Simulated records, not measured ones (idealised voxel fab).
The process module that follows is named voxel gate over fins.
We display cut, a cross-section 245 nm in width whose square cells are each 5 nm.
Cross-section format: a grid of square cells, given as bands from top to bottom; each band is one or more rows of cells. Basically the band line says how high the top is and how high the bottom is, in nm, and then what's in it from left to right, every material with its width in nm. Empty space shows up as "blank", and if a single material carries "throughout" it runs the full band edge to edge. Measure heights from 0. That's the level where, below it, the as-received wafer is all one material. The lowest band is bottomless and extends downward; write it as in "z 0 and below". Quick explanation for "30->40": the width changes in equal steps down the rows of cells, from the first number in the band's top row to the second number in its bottom row. "everything unchanged" for a step: no cell of the cross-section changed in that step. "Unvented voids" enumerates empty spaces isolated from the top, with no open way to it, that contain at least 8 cells, giving each as width x height at distance from the left edge, all three in nm. Read whatever lies past the settings on a step's line as the simulator's own remark about the step. Regarding "overlay nm": on a step with a mask, it is the distance the mask lay to the right of its planned place; a negative value places it to the left.

-- Process steps foreseen in the plan
1) RECEIVE | material Si
2) CONFORMAL_DEP | material SiN | thk nm 10
3) PATTERN | tone cover | mask id FINS | material resist | width nm 15 | pitch nm 50 | thk nm 15 | overlay nm 0
4) DIRECTIONAL_ETCH | etch materials SiN | depth nm 10
5) DIRECTIONAL_ETCH | etch materials Si | depth nm 40
6) STRIP | etch materials resist
7) FILL_DEP | material SiO2 | thk nm 10
8) CMP | height nm 10
9) PATTERN | tone open | mask id RAIL | material resist | width nm 15 | thk nm 15 | overlay nm 0
10) DIRECTIONAL_ETCH | etch materials SiO2 | depth nm 45
11) STRIP | etch materials resist
12) CONFORMAL_DEP | material TiN | thk nm 5
13) FILL_DEP | material W | thk nm 10
14) CMP | height nm 10
15) SELECTIVE_ETCH | etch materials W Ru TiN | depth nm 30
16) FILL_DEP | material SiO2 | thk nm 5
17) CMP | height nm 10
18) SELECTIVE_ETCH | etch materials SiO2 | depth nm 20
19) STRIP | etch materials SiN
20) CONFORMAL_DEP | material HfO2 | thk nm 5
21) CONFORMAL_DEP | material TiN | thk nm 5
22) CONFORMAL_DEP | material TiAl | thk nm 5
23) CONFORMAL_DEP | material TiN | thk nm 5
24) FILL_DEP | material W | thk nm 10
25) CMP | height nm 25
26) CONFORMAL_DEP | material SiN | thk nm 10

-- Cross-section: wafer on arrival = after step 1
  z 0 and below | Si throughout
  Unvented voids: none

-- Sectioned view, first of two wafers, at the close of the module, processed as intended in the plan
  z 35 to 25 | SiN throughout
  z 25 to 20 | W throughout
  z 20 to 15 | W (45), TiN (155), W (45)
  z 15 to 10 | W (45), TiN (5), TiAl (45), TiN (5), TiAl (45), TiN (5), TiAl (45), TiN (5), W (45)
  z 10 to 5 | TiN (50), TiAl (5), TiN (35), TiAl (5), TiN (5), TiAl (5), TiN (35), TiAl (5), TiN (5), TiAl (5), TiN (35), TiAl (5), TiN (50)
  z 5 to 0 | TiAl (55), TiN (5), HfO2 (25), TiN (5), TiAl (15), TiN (5), HfO2 (25), TiN (5), TiAl (15), TiN (5), HfO2 (25), TiN (5), TiAl (55)
  z 0 to -5 | TiN (60), HfO2 (5), Si (15), HfO2 (5), TiN (25), HfO2 (5), Si (15), HfO2 (5), TiN (25), HfO2 (5), Si (15), HfO2 (5), TiN (60)
  z -5 to -10 | HfO2 (65), Si (15), HfO2 (35), Si (15), HfO2 (35), Si (15), HfO2 (65)
  z -10 to -20 | SiO2 (65), Si (15), SiO2 (35), Si (15), SiO2 (35), Si (15), SiO2 (65)
  z -20 to -30 | SiO2 (65), Si (15), SiO2 (10), TiN (5), W (5), TiN (5), SiO2 (10), Si (15), SiO2 (35), Si (15), SiO2 (65)
  z -30 to -35 | SiO2 (65), Si (15), SiO2 (10), TiN (15), SiO2 (10), Si (15), SiO2 (35), Si (15), SiO2 (65)
  z -35 to -40 | SiO2 (65), Si (15), SiO2 (35), Si (15), SiO2 (35), Si (15), SiO2 (65)
  z -40 and below | Si throughout
  Unvented voids: none

-- The second wafer, shown in cross-section after the module: started the same way as the first and given the same plan, yet one mistake crept into how it was run
  z 35 to 25 | SiN throughout
  z 25 to 20 | W throughout
  z 20 to 15 | W (45), TiN (155), W (45)
  z 15 to 10 | W (45), TiN (5), TiAl (45), TiN (5), TiAl (45), TiN (5), TiAl (45), TiN (5), W (45)
  z 10 to 5 | TiN (50), TiAl (5), TiN (35), TiAl (15), TiN (35), TiAl (5), TiN (5), TiAl (5), TiN (35), TiAl (5), TiN (50)
  z 5 to 0 | TiAl (55), TiN (5), HfO2 (25), TiN (25), HfO2 (25), TiN (5), TiAl (15), TiN (5), HfO2 (25), TiN (5), TiAl (55)
  z 0 to -5 | TiN (60), HfO2 (5), Si (15), HfO2 (35), Si (15), HfO2 (5), TiN (25), HfO2 (5), Si (15), HfO2 (5), TiN (60)
  z -5 to -10 | HfO2 (65), Si (15), HfO2 (10), TiN (5), W (5), TiN (5), HfO2 (10), Si (15), HfO2 (35), Si (15), HfO2 (65)
  z -10 to -30 | SiO2 (65), Si (15), SiO2 (10), TiN (5), W (5), TiN (5), SiO2 (10), Si (15), SiO2 (35), Si (15), SiO2 (65)
  z -30 to -35 | SiO2 (65), Si (15), SiO2 (10), TiN (15), SiO2 (10), Si (15), SiO2 (35), Si (15), SiO2 (65)
  z -35 to -40 | SiO2 (65), Si (15), SiO2 (35), Si (15), SiO2 (35), Si (15), SiO2 (65)
  z -40 and below | Si throughout
  Unvented voids: none
Misprocessing identified: step 14 of the plan never got run, it was skipped over
Final wafer comparison in cells, second versus first, more or fewer per material: +2 HfO2; -6 SiO2; -2 TiAl; +3 TiN; +3 W
